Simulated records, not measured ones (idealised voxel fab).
voxel fin reveal: a process module
Cross-sectional view cut (width: 295 nm; square cell size: 5 nm).
This document writes a cross-section as a grid whose cells are square, and gives it as bands, listed from the top down; one or more rows of cells form a band.
Top height, bottom height, nm. Materials left to right, width each, nm. Single material + "all across" = fills band edge to edge. "air" = empty.
Heights are reckoned from 0. Under this level, the received wafer is all of one material. The bottommost band is open-ended downward, for example "0 down".
With a width like "30->40", each row of cells in the band differs from the next by the same amount, the top row carrying the first number and the bottom row the second.
Step note "all unchanged" = no cross-section cell changed.
Basically, "Non-vented voids" tells you about the enclosed voids: empty spaces with no open way to the top, 8 cells or bigger, each written width x height at distance, where distance is from the left edge, all in nm.
It should be noted that, on the line of a given step, the content following the step's settings is a remark produced by the simulator itself with respect to that step.
overlay nm: where the mask lay relative to plan, measured to the right, on steps with a mask; negatives go left.

# Below is the list of planned process steps
1,op RECEIVE | material Si
2,op CONFORMAL_DEP | material SiN | thk nm 10
3,op MASKED_ETCH | tone cover | mask id FINS | width nm 15 | pitch nm 40 | etch materials SiN | depth nm 10 | overlay nm 0
4,op MASKED_ETCH | tone cover | mask id FINS | width nm 15 | pitch nm 40 | etch materials Si | depth nm 30 | overlay nm -15
5,op FILL_DEP | material SiO2 | thk nm 5
6,op CMP | height nm 10
7,op SELECTIVE_ETCH | etch materials SiO2 | depth nm 30
8,op STRIP | etch materials SiN
9,op CONFORMAL_DEP | material HfO2 | thk nm 5
Where the wafers of this document differ is in the overlay nm of step 4; they start out the same, and the plan states the value that applied to the first wafer.

# Step 1 complete: as-received cross-section of the first of several wafers
	0 down  Si all across
	Non-vented voids: none

# first wafer at the end, after step 9
	5 to 0  air=80, HfO2=120, air=95
	0 to -15  air=80, HfO2=5, Si=30, HfO2=10, Si=30, HfO2=10, Si=30, HfO2=5, air=95
	-15 to -20  HfO2=85, Si=30, HfO2=10, Si=30, HfO2=10, Si=30, HfO2=100
	-20 to -30  SiO2=85, Si=30, SiO2=10, Si=30, SiO2=10, Si=30, SiO2=100
	-30 down  Si all across
	Non-vented voids: none

# Last wafer of the set, cross-sectioned at end of module
	5 to 0  air=95, HfO2=120, air=80
	0 to -15  air=95, HfO2=5, Si=30, HfO2=10, Si=30, HfO2=10, Si=30, HfO2=5, air=80
	-15 to -20  HfO2=100, Si=30, HfO2=10, Si=30, HfO2=10, Si=30, HfO2=85
	-20 to -30  SiO2=100, Si=30, SiO2=10, Si=30, SiO2=10, Si=30, SiO2=85
	-30 down  Si all across
	Non-vented voids: none

# Row per wafer, end-of-module: cell gain (+)/loss (-) by material since the wafer came in, then closed voids
overlay nm -15, +83 HfO2, -246 Si, +82 SiO2, Non-vented voids: none
overlay nm -10, +83 HfO2, -264 Si, +88 SiO2, Non-vented voids: none
overlay nm -5, +83 HfO2, -282 Si, +94 SiO2, Non-vented voids: none
overlay nm 0, +83 HfO2, -300 Si, +100 SiO2, Non-vented voids: none
overlay nm 5, +83 HfO2, -282 Si, +94 SiO2, Non-vented voids: none
overlay nm 10, +83 HfO2, -264 Si, +88 SiO2, Non-vented voids: none
overlay nm 15, +83 HfO2, -246 Si, +82 SiO2, Non-vented voids: none
